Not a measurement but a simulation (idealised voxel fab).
Presented below is a process module, voxel transistor to metal.
FYI the section here is cut, 300 nm wide, cells are 5 nm squares.
Reading order for cross-sections: top band down to bottom band. Underlying form: a grid of square cells. Band size: one or more rows of cells. It is stipulated that each band's entry specify, in nanometres, the height of the top of the band and then that of its bottom, followed by the materials of the band in left-to-right sequence, each together with its width in nanometres. A single material marked by the word "everywhere" is understood to fill the band from edge to edge; the word "empty" is understood to denote empty space. Ref level 0: as-received wafer is one material below here. Bottom band extends down with no lower bound ("0 down"). A two-number width, for instance "30 to 40", indicates that the width is equal to the first number in the top row of the band and to the second number in the bottom row, and that it changes by a constant amount per row of cells. Given "no modification" for a step, no cell of the cross-section differs between before and after that step. "Cavities, sealed" contains a list of empty spaces, each no smaller than 8 cells and without an open way to the top, written in the form width x height at distance with the distance from the left edge and all three in nm. It should be noted that, on the line of a given step, the content following the step's settings is a remark produced by the simulator itself with respect to that step. overlay nm: right-of-plan distance of the mask on a masked step; negative values mean left-of-plan. Note on reading: below, each pair holds a cross-section from before one process step and one from after it; the one from after shows only down to the lowest band that changed. Beneath the pair, the step in between is stated along with its settings. The pairs can stem from different runs of this module on the same starting wafer. Where a pair's entry headed "Status quo ante" says so, and only there, that pair continues from the pair above it.

-- Status quo ante
	50 to 40: SiO2 40, then empty 30, then SiO2 30, then empty 30, then SiO2 35, then empty 30, then SiO2 30, then empty 30, then SiO2 45
	40 to 30: SiO2 40, then empty 25, then SiN 5, then SiO2 5, then SiCN 20, then SiO2 5, then SiN 5, then empty 25, then SiO2 35, then empty 25, then SiN 5, then SiO2 5, then SiCN 20, then SiO2 5, then SiN 5, then empty 25, then SiO2 45
	30 to 10: SiO2 40, then empty 25, then SiN 5, then SiO2 5, then polySi 20, then SiO2 5, then SiN 5, then empty 25, then SiO2 35, then empty 25, then SiN 5, then SiO2 5, then polySi 20, then SiO2 5, then SiN 5, then empty 25, then SiO2 45
	10 to 0: SiO2 40, then empty 10, then pSi 15, then SiN 5, then SiO2 5, then polySi 20, then SiO2 5, then SiN 5, then pSi 15, then empty 10, then SiO2 35, then empty 10, then pSi 15, then SiN 5, then SiO2 5, then polySi 20, then SiO2 5, then SiN 5, then pSi 15, then empty 10, then SiO2 45
	0 to -5: SiO2 30, then pSi 35, then SiO2 40, then pSi 35, then SiO2 15, then pSi 35, then SiO2 40, then pSi 35, then SiO2 35
	-5 to -15: SiO2 35, then pSi 30, then Si 40, then pSi 30, then SiO2 25, then pSi 30, then Si 40, then pSi 30, then SiO2 40
	-15 to -40: SiO2 35, then Si 100, then SiO2 25, then Si 100, then SiO2 40
	-40 down: Si everywhere
	Cavities, sealed: none

-- Step Outcome
	55 to 50: TiN 45, then empty 20, then TiN 40, then empty 20, then TiN 45, then empty 20, then TiN 40, then empty 20, then TiN 50
	50 to 40: SiO2 40, then TiN 5, then empty 20 to 15, then TiN 5 to 10, then SiO2 30, then TiN 5 to 10, then empty 20 to 15, then TiN 5, then SiO2 35, then TiN 5, then empty 20 to 15, then TiN 5 to 10, then SiO2 30, then TiN 5 to 10, then empty 20 to 15, then TiN 5, then SiO2 45
	40 to 30: SiO2 40, then TiN 5, then empty 15, then TiN 5, then SiN 5, then SiO2 5, then SiCN 20, then SiO2 5, then SiN 5, then TiN 5, then empty 15, then TiN 5, then SiO2 35, then TiN 5, then empty 15, then TiN 5, then SiN 5, then SiO2 5, then SiCN 20, then SiO2 5, then SiN 5, then TiN 5, then empty 15, then TiN 5, then SiO2 45
	30 to 15: SiO2 40, then TiN 5, then empty 15, then TiN 5, then SiN 5, then SiO2 5, then polySi 20, then SiO2 5, then SiN 5, then TiN 5, then empty 15, then TiN 5, then SiO2 35, then TiN 5, then empty 15, then TiN 5, then SiN 5, then SiO2 5, then polySi 20, then SiO2 5, then SiN 5, then TiN 5, then empty 15, then TiN 5, then SiO2 45
	15 to 10: SiO2 40, then TiN 25, then SiN 5, then SiO2 5, then polySi 20, then SiO2 5, then SiN 5, then TiN 25, then SiO2 35, then TiN 25, then SiN 5, then SiO2 5, then polySi 20, then SiO2 5, then SiN 5, then TiN 25, then SiO2 45
	10 to 0: SiO2 40, then TiN 10, then pSi 15, then SiN 5, then SiO2 5, then polySi 20, then SiO2 5, then SiN 5, then pSi 15, then TiN 10, then SiO2 35, then TiN 10, then pSi 15, then SiN 5, then SiO2 5, then polySi 20, then SiO2 5, then SiN 5, then pSi 15, then TiN 10, then SiO2 45
	Below 0, no change.
	Cavities, sealed: none
What was done to get from the upper cross-section to the lower one? CONFORMAL_DEP,material TiN,thk nm 5

Status quo ante: unchanged from the after cross-section in the pair immediately above; refer to that figure.

-- Step Outcome
	60 to 55: Ru everywhere
	55 to 50: TiN 45, then Ru 20, then TiN 40, then Ru 20, then TiN 45, then Ru 20, then TiN 40, then Ru 20, then TiN 50
	50 to 40: SiO2 40, then TiN 5, then Ru 20 to 15, then TiN 5 to 10, then SiO2 30, then TiN 5 to 10, then Ru 20 to 15, then TiN 5, then SiO2 35, then TiN 5, then Ru 20 to 15, then TiN 5 to 10, then SiO2 30, then TiN 5 to 10, then Ru 20 to 15, then TiN 5, then SiO2 45
	40 to 30: SiO2 40, then TiN 5, then Ru 15, then TiN 5, then SiN 5, then SiO2 5, then SiCN 20, then SiO2 5, then SiN 5, then TiN 5, then Ru 15, then TiN 5, then SiO2 35, then TiN 5, then Ru 15, then TiN 5, then SiN 5, then SiO2 5, then SiCN 20, then SiO2 5, then SiN 5, then TiN 5, then Ru 15, then TiN 5, then SiO2 45
	30 to 15: SiO2 40, then TiN 5, then Ru 15, then TiN 5, then SiN 5, then SiO2 5, then polySi 20, then SiO2 5, then SiN 5, then TiN 5, then Ru 15, then TiN 5, then SiO2 35, then TiN 5, then Ru 15, then TiN 5, then SiN 5, then SiO2 5, then polySi 20, then SiO2 5, then SiN 5, then TiN 5, then Ru 15, then TiN 5, then SiO2 45
	Below 15, no change.
	Cavities, sealed: none
What was done to get from the upper cross-section to the lower one? FILL_DEP,material Ru,thk nm 5

Status quo ante: unchanged from the after cross-section in the pair immediately above; refer to that figure.

-- Step Outcome
	50 to 40: SiO2 40, then TiN 5, then Ru 20 to 15, then TiN 5 to 10, then SiO2 30, then TiN 5 to 10, then Ru 20 to 15, then TiN 5, then SiO2 35, then TiN 5, then Ru 20 to 15, then TiN 5 to 10, then SiO2 30, then TiN 5 to 10, then Ru 20 to 15, then TiN 5, then SiO2 45
	Below 40, no change.
	Cavities, sealed: none
What was done to get from the upper cross-section to the lower one? CMP,height nm 50

Status quo ante: unchanged from the after cross-section in the pair immediately above; refer to that figure.

-- Step Outcome
	55 to 50: TiN everywhere
	Below 50, no change.
	Cavities, sealed: none
What was done to get from the upper cross-section to the lower one? DIRECTIONAL_DEP,material TiN,thk nm 5

Status quo ante: unchanged from the after cross-section in the pair immediately above; refer to that figure.

-- Step Outcome
	80 to 55: W everywhere
	Below 55, no change.
	Cavities, sealed: none
What was done to get from the upper cross-section to the lower one? DIRECTIONAL_DEP,material W,thk nm 25

Status quo ante: unchanged from the after cross-section in the pair immediately above; refer to that figure.

-- Step Outcome
	90 to 80: aC everywhere
	Below 80, no change.
	Cavities, sealed: none
What was done to get from the upper cross-section to the lower one? DIRECTIONAL_DEP,material aC,thk nm 10

Status quo ante: unchanged from the after cross-section in the pair immediately above; refer to that figure.

-- Step Outcome
	120 to 90: empty 40, then resist 15, then empty 60, then resist 15, then empty 35, then resist 15, then empty 60, then resist 15, then empty 45
	Below 90, no change.
	Cavities, sealed: none
What was done to get from the upper cross-section to the lower one? PATTERN,tone cover,mask id METAL_1,material resist,width nm 15,thk nm 30,overlay nm 0

Status quo ante: unchanged from the after cross-section in the pair immediately above; refer to that figure.

-- Step Outcome
	110 to 90: empty 40, then resist 15, then empty 60, then resist 15, then empty 35, then resist 15, then empty 60, then resist 15, then empty 45
	90 to 80: empty 40, then aC 15, then empty 60, then aC 15, then empty 35, then aC 15, then empty 60, then aC 15, then empty 45
	Below 80, no change.
	Cavities, sealed: none
What was done to get from the upper cross-section to the lower one? DIRECTIONAL_ETCH,etch materials aC,depth nm 10

Status quo ante: unchanged from the after cross-section in the pair immediately above; refer to that figure.

-- Step Outcome
	90 to 80: empty 40, then aC 15, then empty 60, then aC 15, then empty 35, then aC 15, then empty 60, then aC 15, then empty 45
	Below 80, no change.
	Cavities, sealed: none
What was done to get from the upper cross-section to the lower one? STRIP,etch materials resist

Status quo ante: unchanged from the after cross-section in the pair immediately above; refer to that figure.

-- Step Outcome
	90 to 80: empty 40, then aC 15, then empty 60, then aC 15, then empty 35, then aC 15, then empty 60, then aC 15, then empty 45
	80 to 55: empty 40, then W 15, then empty 60, then W 15, then empty 35, then W 15, then empty 60, then W 15, then empty 45
	Below 55, no change.
	Cavities, sealed: none
What was done to get from the upper cross-section to the lower one? DIRECTIONAL_ETCH,etch materials W,depth nm 25

Status quo ante: unchanged from the after cross-section in the pair immediately above; refer to that figure.

-- Step Outcome
	90 to 80: empty 40, then aC 15, then empty 60, then aC 15, then empty 35, then aC 15, then empty 60, then aC 15, then empty 45
	80 to 55: empty 40, then W 15, then empty 60, then W 15, then empty 35, then W 15, then empty 60, then W 15, then empty 45
	55 to 50: empty 40, then TiN 15, then empty 60, then TiN 15, then empty 35, then TiN 15, then empty 60, then TiN 15, then empty 45
	Below 50, no change.
	Cavities, sealed: none
What was done to get from the upper cross-section to the lower one? DIRECTIONAL_ETCH,etch materials TiN,depth nm 5

Status quo ante: unchanged from the after cross-section in the pair immediately above; refer to that figure.

-- Step Outcome
	80 to 55: empty 40, then W 15, then empty 60, then W 15, then empty 35, then W 15, then empty 60, then W 15, then empty 45
	Below 55, no change.
	Cavities, sealed: none
What was done to get from the upper cross-section to the lower one? STRIP,etch materials aC

Status quo ante: unchanged from the after cross-section in the pair immediately above; refer to that figure.

-- Step Outcome
	85 to 80: empty 35, then SiCN 25, then empty 50, then SiCN 25, then empty 25, then SiCN 25, then empty 50, then SiCN 25, then empty 40
	80 to 55: empty 35, then SiCN 5, then W 15, then SiCN 5, then empty 50, then SiCN 5, then W 15, then SiCN 5, then empty 25, then SiCN 5, then W 15, then SiCN 5, then empty 50, then SiCN 5, then W 15, then SiCN 5, then empty 40
	55 to 50: SiCN 40, then TiN 15, then SiCN 60, then TiN 15, then SiCN 35, then TiN 15, then SiCN 60, then TiN 15, then SiCN 45
	Below 50, no change.
	Cavities, sealed: none
What was done to get from the upper cross-section to the lower one? CONFORMAL_DEP,material SiCN,thk nm 5

Status quo ante: unchanged from the after cross-section in the pair immediately above; refer to that figure.

-- Step Outcome
	95 to 85: SiO2 everywhere
	85 to 80: SiO2 35, then SiCN 25, then SiO2 50, then SiCN 25, then SiO2 25, then SiCN 25, then SiO2 50, then SiCN 25, then SiO2 40
	80 to 55: SiO2 35, then SiCN 5, then W 15, then SiCN 5, then SiO2 50, then SiCN 5, then W 15, then SiCN 5, then SiO2 25, then SiCN 5, then W 15, then SiCN 5, then SiO2 50, then SiCN 5, then W 15, then SiCN 5, then SiO2 40
	Below 55, no change.
	Cavities, sealed: none
What was done to get from the upper cross-section to the lower one? FILL_DEP,material SiO2,thk nm 10

Status quo ante: unchanged from the after cross-section in the pair immediately above; refer to that figure.

-- Step Outcome
	80 to 55: SiO2 35, then SiCN 5, then W 15, then SiCN 5, then SiO2 50, then SiCN 5, then W 15, then SiCN 5, then SiO2 25, then SiCN 5, then W 15, then SiCN 5, then SiO2 50, then SiCN 5, then W 15, then SiCN 5, then SiO2 40
	Below 55, no change.
	Cavities, sealed: none
What was done to get from the upper cross-section to the lower one? CMP,height nm 80

Status quo ante: unchanged from the after cross-section in the pair immediately above; refer to that figure.

-- Step Outcome
	85 to 80: SiCN everywhere
	Below 80, no change.
	Cavities, sealed: none
What was done to get from the upper cross-section to the lower one? CONFORMAL_DEP,material SiCN,thk nm 5

-- Status quo ante
	50 to 40: SiO2 40, then TiN 5, then Ru 20 to 15, then TiN 5 to 10, then SiO2 30, then TiN 5 to 10, then Ru 20 to 15, then TiN 5, then SiO2 35, then TiN 5, then Ru 20 to 15, then TiN 5 to 10, then SiO2 30, then TiN 5 to 10, then Ru 20 to 15, then TiN 5, then SiO2 45
	40 to 30: SiO2 40, then TiN 5, then Ru 15, then TiN 5, then SiN 5, then SiO2 5, then SiCN 20, then SiO2 5, then SiN 5, then TiN 5, then Ru 15, then TiN 5, then SiO2 35, then TiN 5, then Ru 15, then TiN 5, then SiN 5, then SiO2 5, then SiCN 20, then SiO2 5, then SiN 5, then TiN 5, then Ru 15, then TiN 5, then SiO2 45
	30 to 15: SiO2 40, then TiN 5, then Ru 15, then TiN 5, then SiN 5, then SiO2 5, then polySi 20, then SiO2 5, then SiN 5, then TiN 5, then Ru 15, then TiN 5, then SiO2 35, then TiN 5, then Ru 15, then TiN 5, then SiN 5, then SiO2 5, then polySi 20, then SiO2 5, then SiN 5, then TiN 5, then Ru 15, then TiN 5, then SiO2 45
	15 to 10: SiO2 40, then TiN 25, then SiN 5, then SiO2 5, then polySi 20, then SiO2 5, then SiN 5, then TiN 25, then SiO2 35, then TiN 25, then SiN 5, then SiO2 5, then polySi 20, then SiO2 5, then SiN 5, then TiN 25, then SiO2 45
	10 to 0: SiO2 40, then TiN 10, then pSi 15, then SiN 5, then SiO2 5, then polySi 20, then SiO2 5, then SiN 5, then pSi 15, then TiN 10, then SiO2 35, then TiN 10, then pSi 15, then SiN 5, then SiO2 5, then polySi 20, then SiO2 5, then SiN 5, then pSi 15, then TiN 10, then SiO2 45
	0 to -5: SiO2 30, then pSi 35, then SiO2 40, then pSi 35, then SiO2 15, then pSi 35, then SiO2 40, then pSi 35, then SiO2 35
	-5 to -15: SiO2 35, then pSi 30, then Si 40, then pSi 30, then SiO2 25, then pSi 30, then Si 40, then pSi 30, then SiO2 40
	-15 to -20: SiO2 35, then Si 100, then SiO2 25, then Si 100, then SiO2 40
	-20 down: Si everywhere
	Cavities, sealed: none

-- Step Outcome
	75 to 50: W everywhere
	Below 50, no change.
	Cavities, sealed: none
What was done to get from the upper cross-section to the lower one? DIRECTIONAL_DEP,material W,thk nm 25

Status quo ante: unchanged from the after cross-section in the pair immediately above; refer to that figure.

-- Step Outcome
	80 to 75: TiN everywhere
	Below 75, no change.
	Cavities, sealed: none
What was done to get from the upper cross-section to the lower one? DIRECTIONAL_DEP,material TiN,thk nm 5

Status quo ante: unchanged from the after cross-section in the pair immediately above; refer to that figure.

-- Step Outcome
	90 to 80: aC everywhere
	Below 80, no change.
	Cavities, sealed: none
What was done to get from the upper cross-section to the lower one? DIRECTIONAL_DEP,material aC,thk nm 10

Status quo ante: unchanged from the after cross-section in the pair immediately above; refer to that figure.

-- Step Outcome
	120 to 90: empty 40, then resist 15, then empty 60, then resist 15, then empty 35, then resist 15, then empty 60, then resist 15, then empty 45
	Below 90, no change.
	Cavities, sealed: none
What was done to get from the upper cross-section to the lower one? PATTERN,tone cover,mask id METAL_1,material resist,width nm 15,thk nm 30,overlay nm 0

Status quo ante: unchanged from the after cross-section in the pair immediately above; refer to that figure.

-- Step Outcome
	110 to 90: empty 40, then resist 15, then empty 60, then resist 15, then empty 35, then resist 15, then empty 60, then resist 15, then empty 45
	90 to 80: empty 40, then aC 15, then empty 60, then aC 15, then empty 35, then aC 15, then empty 60, then aC 15, then empty 45
	Below 80, no change.
	Cavities, sealed: none
What was done to get from the upper cross-section to the lower one? DIRECTIONAL_ETCH,etch materials aC,depth nm 10

Status quo ante: unchanged from the after cross-section in the pair immediately above; refer to that figure.

-- Step Outcome
	90 to 80: empty 40, then aC 15, then empty 60, then aC 15, then empty 35, then aC 15, then empty 60, then aC 15, then empty 45
	Below 80, no change.
	Cavities, sealed: none
What was done to get from the upper cross-section to the lower one? STRIP,etch materials resist

Status quo ante: unchanged from the after cross-section in the pair immediately above; refer to that figure.

-- Step Outcome
	90 to 80: empty 40, then aC 15, then empty 60, then aC 15, then empty 35, then aC 15, then empty 60, then aC 15, then empty 45
	80 to 75: empty 40, then TiN 15, then empty 60, then TiN 15, then empty 35, then TiN 15, then empty 60, then TiN 15, then empty 45
	Below 75, no change.
	Cavities, sealed: none
What was done to get from the upper cross-section to the lower one? DIRECTIONAL_ETCH,etch materials TiN,depth nm 5

Status quo ante: unchanged from the after cross-section in the pair immediately above; refer to that figure.

-- Step Outcome
	80 to 75: empty 40, then TiN 15, then empty 60, then TiN 15, then empty 35, then TiN 15, then empty 60, then TiN 15, then empty 45
	Below 75, no change.
	Cavities, sealed: none
What was done to get from the upper cross-section to the lower one? STRIP,etch materials aC

Status quo ante: unchanged from the after cross-section in the pair immediately above; refer to that figure.

-- Step Outcome
	85 to 80: empty 35, then SiCN 25, then empty 50, then SiCN 25, then empty 25, then SiCN 25, then empty 50, then SiCN 25, then empty 40
	80 to 75: SiCN 40, then TiN 15, then SiCN 60, then TiN 15, then SiCN 35, then TiN 15, then SiCN 60, then TiN 15, then SiCN 45
	Below 75, no change.
	Cavities, sealed: none
What was done to get from the upper cross-section to the lower one? CONFORMAL_DEP,material SiCN,thk nm 5

Status quo ante: unchanged from the after cross-section in the pair immediately above; refer to that figure.

-- Step Outcome
	95 to 85: SiO2 everywhere
	85 to 80: SiO2 35, then SiCN 25, then SiO2 50, then SiCN 25, then SiO2 25, then SiCN 25, then SiO2 50, then SiCN 25, then SiO2 40
	Below 80, no change.
	Cavities, sealed: none
What was done to get from the upper cross-section to the lower one? FILL_DEP,material SiO2,thk nm 10

Status quo ante: unchanged from the after cross-section in the pair immediately above; refer to that figure.

-- Step Outcome
	80 to 75: SiCN 40, then TiN 15, then SiCN 60, then TiN 15, then SiCN 35, then TiN 15, then SiCN 60, then TiN 15, then SiCN 45
	Below 75, no change.
	Cavities, sealed: none
What was done to get from the upper cross-section to the lower one? CMP,height nm 80

Status quo ante: unchanged from the after cross-section in the pair immediately above; refer to that figure.

-- Step Outcome
	85 to 80: SiCN everywhere
	Below 80, no change.
	Cavities, sealed: none
What was done to get from the upper cross-section to the lower one? CONFORMAL_DEP,material SiCN,thk nm 5

-- Status quo ante
	30 to 0: polySi everywhere
	0 to -5: SiO2 everywhere
	-5 to -20: SiO2 35, then Si 100, then SiO2 25, then Si 100, then SiO2 40
	-20 down: Si everywhere
	Cavities, sealed: none

-- Step Outcome
	35 to 30: SiCN everywhere
	Below 30, no change.
	Cavities, sealed: none
What was done to get from the upper cross-section to the lower one? DIRECTIONAL_DEP,material SiCN,thk nm 5

Status quo ante: unchanged from the after cross-section in the pair immediately above; refer to that figure.

-- Step Outcome
	55 to 35: empty 75, then resist 20, then empty 105, then resist 20, then empty 80
	Below 35, no change.
	Cavities, sealed: none
What was done to get from the upper cross-section to the lower one? PATTERN,tone cover,mask id GATE,material resist,width nm 20,pitch nm 125,thk nm 20,overlay nm 0

Status quo ante: unchanged from the after cross-section in the pair immediately above; refer to that figure.

-- Step Outcome
	55 to 35: empty 75, then resist 20, then empty 105, then resist 20, then empty 80
	35 to 30: empty 75, then SiCN 20, then empty 105, then SiCN 20, then empty 80
	Below 30, no change.
	Cavities, sealed: none
What was done to get from the upper cross-section to the lower one? DIRECTIONAL_ETCH,etch materials SiCN,depth nm 20

Status quo ante: unchanged from the after cross-section in the pair immediately above; refer to that figure.

-- Step Outcome
	55 to 35: empty 75, then resist 20, then empty 105, then resist 20, then empty 80
	35 to 30: empty 75, then SiCN 20, then empty 105, then SiCN 20, then empty 80
	30 to 0: empty 75, then polySi 20, then empty 105, then polySi 20, then empty 80
	Below 0, no change.
	Cavities, sealed: none
What was done to get from the upper cross-section to the lower one? DIRECTIONAL_ETCH,etch materials polySi,depth nm 40

Status quo ante: unchanged from the after cross-section in the pair immediately above; refer to that figure.

-- Step Outcome
	35 to 30: empty 75, then SiCN 20, then empty 105, then SiCN 20, then empty 80
	Below 30, no change.
	Cavities, sealed: none
What was done to get from the upper cross-section to the lower one? STRIP,etch materials resist

Status quo ante: unchanged from the after cross-section in the pair immediately above; refer to that figure.

-- Step Outcome
	40 to 35: empty 70, then SiO2 30, then empty 95, then SiO2 30, then empty 75
	35 to 30: empty 70, then SiO2 5, then SiCN 20, then SiO2 5, then empty 95, then SiO2 5, then SiCN 20, then SiO2 5, then empty 75
	30 to 5: empty 70, then SiO2 5, then polySi 20, then SiO2 5, then empty 95, then SiO2 5, then polySi 20, then SiO2 5, then empty 75
	5 to 0: SiO2 75, then polySi 20, then SiO2 105, then polySi 20, then SiO2 80
	Below 0, no change.
	Cavities, sealed: none
What was done to get from the upper cross-section to the lower one? CONFORMAL_DEP,material SiO2,thk nm 5

Status quo ante: unchanged from the after cross-section in the pair immediately above; refer to that figure.

-- Step Outcome
	35 to 30: empty 70, then SiO2 5, then SiCN 20, then SiO2 5, then empty 95, then SiO2 5, then SiCN 20, then SiO2 5, then empty 75
	30 to 0: empty 70, then SiO2 5, then polySi 20, then SiO2 5, then empty 95, then SiO2 5, then polySi 20, then SiO2 5, then empty 75
	Below 0, no change.
	Cavities, sealed: none
What was done to get from the upper cross-section to the lower one? DIRECTIONAL_ETCH,etch materials SiO2,depth nm 5

Status quo ante: unchanged from the after cross-section in the pair immediately above; refer to that figure.

-- Step Outcome
	40 to 35: empty 65, then SiN 40, then empty 85, then SiN 40, then empty 70
	35 to 30: empty 65, then SiN 5, then SiO2 5, then SiCN 20, then SiO2 5, then SiN 5, then empty 85, then SiN 5, then SiO2 5, then SiCN 20, then SiO2 5, then SiN 5, then empty 70
	30 to 5: empty 65, then SiN 5, then SiO2 5, then polySi 20, then SiO2 5, then SiN 5, then empty 85, then SiN 5, then SiO2 5, then polySi 20, then SiO2 5, then SiN 5, then empty 70
	5 to 0: SiN 70, then SiO2 5, then polySi 20, then SiO2 5, then SiN 95, then SiO2 5, then polySi 20, then SiO2 5, then SiN 75
	Below 0, no change.
	Cavities, sealed: none
What was done to get from the upper cross-section to the lower one? CONFORMAL_DEP,material SiN,thk nm 5

Status quo ante: unchanged from the after cross-section in the pair immediately above; refer to that figure.

-- Step Outcome
	35 to 30: empty 65, then SiN 5, then SiO2 5, then SiCN 20, then SiO2 5, then SiN 5, then empty 85, then SiN 5, then SiO2 5, then SiCN 20, then SiO2 5, then SiN 5, then empty 70
	30 to 0: empty 65, then SiN 5, then SiO2 5, then polySi 20, then SiO2 5, then SiN 5, then empty 85, then SiN 5, then SiO2 5, then polySi 20, then SiO2 5, then SiN 5, then empty 70
	Below 0, no change.
	Cavities, sealed: none
What was done to get from the upper cross-section to the lower one? DIRECTIONAL_ETCH,etch materials SiN,depth nm 5

Status quo ante: unchanged from the after cross-section in the pair immediately above; refer to that figure.

-- Step Outcome
	35 to 30: empty 65, then SiN 5, then empty 5, then SiCN 20, then empty 5, then SiN 5, then empty 85, then SiN 5, then empty 5, then SiCN 20, then empty 5, then SiN 5, then empty 70
	30 to 0: empty 65, then SiN 5, then SiO2 5, then polySi 20, then SiO2 5, then SiN 5, then empty 85, then SiN 5, then SiO2 5, then polySi 20, then SiO2 5, then SiN 5, then empty 70
	0 to -5: empty 65, then SiO2 40, then empty 85, then SiO2 40, then empty 70
	Below -5, no change.
	Cavities, sealed: none
What was done to get from the upper cross-section to the lower one? DIRECTIONAL_ETCH,etch materials SiO2,depth nm 5

Status quo ante: unchanged from the after cross-section in the pair immediately above; refer to that figure.

-- Step Outcome
	35 to 30: empty 65, then SiN 5, then empty 5, then SiCN 20, then empty 5, then SiN 5, then empty 85, then SiN 5, then empty 5, then SiCN 20, then empty 5, then SiN 5, then empty 70
	30 to 0: empty 65, then SiN 5, then SiO2 5, then polySi 20, then SiO2 5, then SiN 5, then empty 85, then SiN 5, then SiO2 5, then polySi 20, then SiO2 5, then SiN 5, then empty 70
	0 to -5: empty 65, then SiO2 40, then empty 85, then SiO2 40, then empty 70
	-5 to -15: SiO2 35, then empty 30, then Si 40, then empty 30, then SiO2 25, then empty 30, then Si 40, then empty 30, then SiO2 40
	Below -15, no change.
	Cavities, sealed: none
What was done to get from the upper cross-section to the lower one? DIRECTIONAL_ETCH,etch materials Si,depth nm 10

Status quo ante: unchanged from the after cross-section in the pair immediately above; refer to that figure.

-- Step Outcome
	35 to 30: empty 65, then SiN 5, then empty 5, then SiCN 20, then empty 5, then SiN 5, then empty 85, then SiN 5, then empty 5, then SiCN 20, then empty 5, then SiN 5, then empty 70
	30 to 10: empty 65, then SiN 5, then SiO2 5, then polySi 20, then SiO2 5, then SiN 5, then empty 85, then SiN 5, then SiO2 5, then polySi 20, then SiO2 5, then SiN 5, then empty 70
	10 to 0: empty 50, then pSi 15, then SiN 5, then SiO2 5, then polySi 20, then SiO2 5, then SiN 5, then pSi 15, then empty 55, then pSi 15, then SiN 5, then SiO2 5, then polySi 20, then SiO2 5, then SiN 5, then pSi 15, then empty 55
	0 to -5: empty 30, then pSi 35, then SiO2 40, then pSi 35, then empty 15, then pSi 35, then SiO2 40, then pSi 35, then empty 35
	-5 to -15: SiO2 35, then pSi 30, then Si 40, then pSi 30, then SiO2 25, then pSi 30, then Si 40, then pSi 30, then SiO2 40
	Below -15, no change.
	Cavities, sealed: none
What was done to get from the upper cross-section to the lower one? EPI,material pSi,thk nm 15

Status quo ante: unchanged from the after cross-section in the pair immediately above; refer to that figure.

-- Step Outcome
	45 to 35: SiO2 everywhere
	35 to 30: SiO2 65, then SiN 5, then SiO2 5, then SiCN 20, then SiO2 5, then SiN 5, then SiO2 85, then SiN 5, then SiO2 5, then SiCN 20, then SiO2 5, then SiN 5, then SiO2 70
	30 to 10: SiO2 65, then SiN 5, then SiO2 5, then polySi 20, then SiO2 5, then SiN 5, then SiO2 85, then SiN 5, then SiO2 5, then polySi 20, then SiO2 5, then SiN 5, then SiO2 70
	10 to 0: SiO2 50, then pSi 15, then SiN 5, then SiO2 5, then polySi 20, then SiO2 5, then SiN 5, then pSi 15, then SiO2 55, then pSi 15, then SiN 5, then SiO2 5, then polySi 20, then SiO2 5, then SiN 5, then pSi 15, then SiO2 55
	0 to -5: SiO2 30, then pSi 35, then SiO2 40, then pSi 35, then SiO2 15, then pSi 35, then SiO2 40, then pSi 35, then SiO2 35
	Below -5, no change.
	Cavities, sealed: none
What was done to get from the upper cross-section to the lower one? FILL_DEP,material SiO2,thk nm 10

Status quo ante: unchanged from the after cross-section in the pair immediately above; refer to that figure.

-- Step Outcome
	40 to 35: SiO2 everywhere
	Below 35, no change.
	Cavities, sealed: none
What was done to get from the upper cross-section to the lower one? CMP,height nm 40

Status quo ante: unchanged from the after cross-section in the pair immediately above; refer to that figure.

-- Step Outcome
	50 to 35: SiO2 everywhere
	Below 35, no change.
	Cavities, sealed: none
What was done to get from the upper cross-section to the lower one? DIRECTIONAL_DEP,material SiO2,thk nm 10

Status quo ante: unchanged from the after cross-section in the pair immediately above; refer to that figure.

-- Step Outcome
	70 to 50: resist 40, then empty 30, then resist 30, then empty 30, then resist 35, then empty 30, then resist 30, then empty 30, then resist 45
	Below 50, no change.
	Cavities, sealed: none
What was done to get from the upper cross-section to the lower one? PATTERN,tone open,mask id CONTACT,material resist,width nm 30,thk nm 20,overlay nm 0

Status quo ante: unchanged from the after cross-section in the pair immediately above; refer to that figure.

-- Step Outcome
	70 to 50: resist 40, then empty 30, then resist 30, then empty 30, then resist 35, then empty 30, then resist 30, then empty 30, then resist 45
	50 to 35: SiO2 40, then empty 30, then SiO2 30, then empty 30, then SiO2 35, then empty 30, then SiO2 30, then empty 30, then SiO2 45
	35 to 30: SiO2 40, then empty 25, then SiN 5, then SiO2 5, then SiCN 20, then SiO2 5, then SiN 5, then empty 25, then SiO2 35, then empty 25, then SiN 5, then SiO2 5, then SiCN 20, then SiO2 5, then SiN 5, then empty 25, then SiO2 45
	30 to 10: SiO2 40, then empty 25, then SiN 5, then SiO2 5, then polySi 20, then SiO2 5, then SiN 5, then empty 25, then SiO2 35, then empty 25, then SiN 5, then SiO2 5, then polySi 20, then SiO2 5, then SiN 5, then empty 25, then SiO2 45
	10 to 0: SiO2 40, then empty 10, then pSi 15, then SiN 5, then SiO2 5, then polySi 20, then SiO2 5, then SiN 5, then pSi 15, then empty 10, then SiO2 35, then empty 10, then pSi 15, then SiN 5, then SiO2 5, then polySi 20, then SiO2 5, then SiN 5, then pSi 15, then empty 10, then SiO2 45
	Below 0, no change.
	Cavities, sealed: none
What was done to get from the upper cross-section to the lower one? DIRECTIONAL_ETCH,etch materials SiO2,depth nm 50

Status quo ante: unchanged from the after cross-section in the pair immediately above; refer to that figure.

-- Step Outcome
	50 to 35: SiO2 40, then empty 30, then SiO2 30, then empty 30, then SiO2 35, then empty 30, then SiO2 30, then empty 30, then SiO2 45
	Below 35, no change.
	Cavities, sealed: none
What was done to get from the upper cross-section to the lower one? STRIP,etch materials resist
